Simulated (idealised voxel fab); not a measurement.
Title: Process Module voxel double patterning
Each square cell in cross-section cut measures 5 nm, and the section as a whole is 255 nm wide.
Cross-section, as written here: a square-cell grid given band by band from the top down, where a band holds one or more rows of cells. Band: top and bottom heights (nm) first, top before bottom; then materials from left to right, widths in nm. "all across" marks a sole material filling the band edge to edge. "blank" denotes empty space. Counting heights begins at 0, where everything beneath is, in the wafer as received, one material. The lowest band has no bottom; it goes on downwards, as "from 0 down" shows. With a width like "30 to 40", each row of cells in the band differs from the next by the same amount, the top row carrying the first number and the bottom row the second. Reading "same as before" for a step: not a cell of the cross-section changed in it. In the "Fully enclosed voids" entry, you get each enclosed empty space of 8 cells or more, one with no open way to the top, written width x height at distance, distance from the left edge, in nm. Note: text after step settings on the step line = simulator remark on that step. overlay nm, on a step with a mask: how far to the right of its planned place the mask lay; to the left if negative.

## Listed below are the process steps as planned
- 1: RECEIVE | material Si
- 2: CONFORMAL_DEP | material SiO2 | thk nm 10
- 3: DIRECTIONAL_DEP | material polySi | thk nm 15
- 4: DIRECTIONAL_DEP | material SiCN | thk nm 5
- 5: DIRECTIONAL_DEP | material aC | thk nm 15
- 6: PATTERN | tone open | mask id FIRST | material resist | width nm 15 | pitch nm 50 | thk nm 30 | overlay nm 0
- 7: DIRECTIONAL_ETCH | etch materials aC | depth nm 15
- 8: STRIP | etch materials resist
- 9: DIRECTIONAL_ETCH | etch materials SiCN | depth nm 5
- 10: STRIP | etch materials aC
- 11: MASKED_ETCH | tone open | mask id SECOND | width nm 15 | pitch nm 50 | etch materials SiCN | depth nm 5 | overlay nm 0
- 12: DIRECTIONAL_ETCH | etch materials polySi | depth nm 15
- 13: STRIP | etch materials SiCN

## Below: the first of two wafers, run as planned

## As-received wafer cross-section (after step 1)
> from 0 down  Si all across
> Fully enclosed voids: none

## Cross-section through the wafer, step 2 finished
> from 10 to 0  SiO2 all across
> Unchanged below 0.

## Cross-section through the wafer, step 3 finished
> from 25 to 10  polySi all across
> Unchanged below 10.

## Cross-section through the wafer, step 4 finished
> from 30 to 25  SiCN all across
> Unchanged below 25.

## Cross-section through the wafer, step 5 finished
> from 45 to 30  aC all across
> Unchanged below 30.

## Cross-section through the wafer, step 6 finished
> from 75 to 45  resist 70 nm; blank 15 nm; resist 35 nm; blank 15 nm; resist 35 nm; blank 15 nm; resist 70 nm
> Unchanged below 45.

## Cross-section through the wafer, step 7 finished
> from 60 to 45  resist 70 nm; blank 15 nm; resist 35 nm; blank 15 nm; resist 35 nm; blank 15 nm; resist 70 nm
> from 45 to 30  aC 70 nm; blank 15 nm; aC 35 nm; blank 15 nm; aC 35 nm; blank 15 nm; aC 70 nm
> Unchanged below 30.

## Cross-section through the wafer, step 8 finished
> from 45 to 30  aC 70 nm; blank 15 nm; aC 35 nm; blank 15 nm; aC 35 nm; blank 15 nm; aC 70 nm
> Unchanged below 30.

## Cross-section through the wafer, step 9 finished
> from 45 to 30  aC 70 nm; blank 15 nm; aC 35 nm; blank 15 nm; aC 35 nm; blank 15 nm; aC 70 nm
> from 30 to 25  SiCN 70 nm; blank 15 nm; SiCN 35 nm; blank 15 nm; SiCN 35 nm; blank 15 nm; SiCN 70 nm
> Unchanged below 25.

## Cross-section through the wafer, step 10 finished
> from 30 to 25  SiCN 70 nm; blank 15 nm; SiCN 35 nm; blank 15 nm; SiCN 35 nm; blank 15 nm; SiCN 70 nm
> Unchanged below 25.

## Cross-section through the wafer, step 11 finished
> from 30 to 25  SiCN 70 nm; blank 15 nm; SiCN 10 nm; blank 15 nm; SiCN 10 nm; blank 15 nm; SiCN 10 nm; blank 15 nm; SiCN 10 nm; blank 15 nm; SiCN 70 nm
> Unchanged below 25.

## Cross-section through the wafer, step 12 finished
> from 30 to 25  SiCN 70 nm; blank 15 nm; SiCN 10 nm; blank 15 nm; SiCN 10 nm; blank 15 nm; SiCN 10 nm; blank 15 nm; SiCN 10 nm; blank 15 nm; SiCN 70 nm
> from 25 to 10  polySi 70 nm; blank 15 nm; polySi 10 nm; blank 15 nm; polySi 10 nm; blank 15 nm; polySi 10 nm; blank 15 nm; polySi 10 nm; blank 15 nm; polySi 70 nm
> Unchanged below 10.

## Cross-section through the wafer, step 13 finished
> from 25 to 10  polySi 70 nm; blank 15 nm; polySi 10 nm; blank 15 nm; polySi 10 nm; blank 15 nm; polySi 10 nm; blank 15 nm; polySi 10 nm; blank 15 nm; polySi 70 nm
> Unchanged below 10.

## Second Wafer (Identical Start and Plan, One Processing Error; Matches First Wafer Through Step 2)

## Second wafer, sectioned view, at step 3's planned end time
> from 40 to 10  polySi all across
> Unchanged below 10.

## Second wafer, sectioned view, at step 4's planned end time
> from 45 to 40  SiCN all across
> Unchanged below 40.

## Second wafer, sectioned view, at step 5's planned end time
> from 60 to 45  aC all across
> Unchanged below 45.

## Second wafer, sectioned view, at step 6's planned end time
> from 90 to 60  resist 70 nm; blank 15 nm; resist 35 nm; blank 15 nm; resist 35 nm; blank 15 nm; resist 70 nm
> Unchanged below 60.

## Second wafer, sectioned view, at step 7's planned end time
> from 75 to 60  resist 70 nm; blank 15 nm; resist 35 nm; blank 15 nm; resist 35 nm; blank 15 nm; resist 70 nm
> from 60 to 45  aC 70 nm; blank 15 nm; aC 35 nm; blank 15 nm; aC 35 nm; blank 15 nm; aC 70 nm
> Unchanged below 45.

## Second wafer, sectioned view, at step 8's planned end time
> from 60 to 45  aC 70 nm; blank 15 nm; aC 35 nm; blank 15 nm; aC 35 nm; blank 15 nm; aC 70 nm
> Unchanged below 45.

## Second wafer, sectioned view, at step 9's planned end time
> from 60 to 45  aC 70 nm; blank 15 nm; aC 35 nm; blank 15 nm; aC 35 nm; blank 15 nm; aC 70 nm
> from 45 to 40  SiCN 70 nm; blank 15 nm; SiCN 35 nm; blank 15 nm; SiCN 35 nm; blank 15 nm; SiCN 70 nm
> Unchanged below 40.

## Second wafer, sectioned view, at step 10's planned end time
> from 45 to 40  SiCN 70 nm; blank 15 nm; SiCN 35 nm; blank 15 nm; SiCN 35 nm; blank 15 nm; SiCN 70 nm
> Unchanged below 40.

## Second wafer, sectioned view, at step 11's planned end time
> from 45 to 40  SiCN 70 nm; blank 15 nm; SiCN 10 nm; blank 15 nm; SiCN 10 nm; blank 15 nm; SiCN 10 nm; blank 15 nm; SiCN 10 nm; blank 15 nm; SiCN 70 nm
> Unchanged below 40.

## Second wafer, sectioned view, at step 12's planned end time
> from 45 to 40  SiCN 70 nm; blank 15 nm; SiCN 10 nm; blank 15 nm; SiCN 10 nm; blank 15 nm; SiCN 10 nm; blank 15 nm; SiCN 10 nm; blank 15 nm; SiCN 70 nm
> from 40 to 25  polySi 70 nm; blank 15 nm; polySi 10 nm; blank 15 nm; polySi 10 nm; blank 15 nm; polySi 10 nm; blank 15 nm; polySi 10 nm; blank 15 nm; polySi 70 nm
> Unchanged below 25.

## Second wafer, sectioned view, at step 13's planned end time
> from 40 to 25  polySi 70 nm; blank 15 nm; polySi 10 nm; blank 15 nm; polySi 10 nm; blank 15 nm; polySi 10 nm; blank 15 nm; polySi 10 nm; blank 15 nm; polySi 70 nm
> Unchanged below 25.
Nonconformance to the process plan: execution of plan step 3 occurred twice
Cell-count delta at end, second wafer over first, by material: 153 more of polySi
